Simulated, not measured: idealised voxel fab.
process module | voxel released beams
cross-section cut | 210 nm wide | cells 5 nm
A cross-section is a grid of square cells, given in bands from the top down. A band is one or more rows of cells.
Each band's line starts with the height of the band's top and of its bottom, in nm. Then come its materials from left to right, each with its width in nm. One material with "throughout" fills the band from edge to edge. "air" is empty space.
Height 0 is the level under which the wafer as received is all one material. The lowest band goes on downwards, as in "0 down".
A width such as "30 to 40" changes by the same amount from each row of cells to the next, from the band's top row to its bottom row.
"no change" after a step means that no cell of the cross-section changed.
closed voids: empty space of 8 cells or more with no open way to the top, each as width x height at its distance from the left edge, in nm
after a step's settings: what the simulator itself notes on the step
overlay nm, on a step with a mask: how far to the right of its planned place the mask lay; to the left if negative
plan
1 op RECEIVE | material Si
2 op CONFORMAL_DEP | material Al2O3 | thk nm 5
3 op DIRECTIONAL_DEP | material SiO2 | thk nm 20
4 op MASKED_ETCH | tone open | mask id ANCHOR | width nm 40 | etch materials SiO2 | depth nm 20 | overlay nm 0
5 op CONFORMAL_DEP | material W | thk nm 15
6 op PATTERN | tone cover | mask id BEAM | material resist | width nm 105 | thk nm 15 | overlay nm 0
7 op DIRECTIONAL_ETCH | etch materials W | depth nm 15
8 op STRIP | etch materials resist
9 op STRIP | etch materials SiO2
as received, after step 1
  0 down: Si throughout
  closed voids: none
first wafer at the end, as planned
  40 to 25: air 50 | W 20 | air 10 | W 75 | air 55
  25 to 20: air 55 | W 15 | air 10 | W 15 | air 115
  20 to 5: air 55 | W 40 | air 115
  5 to 0: Al2O3 throughout
  0 down: Si throughout
  closed voids: none
second wafer at the end: like start, like plan, one mistake
  30 to 25: air 50 | W 10 | air 30 | W 65 | air 55
  25 to 10: air 55 | W 5 | air 30 | W 5 | air 115
  10 to 5: air 55 | W 40 | air 115
  5 to 0: Al2O3 throughout
  0 down: Si throughout
  closed voids: none
what went wrong: step 5 ran as: op CONFORMAL_DEP | material W | thk nm 5
at the end the second wafer has, in cells: 58 fewer of W
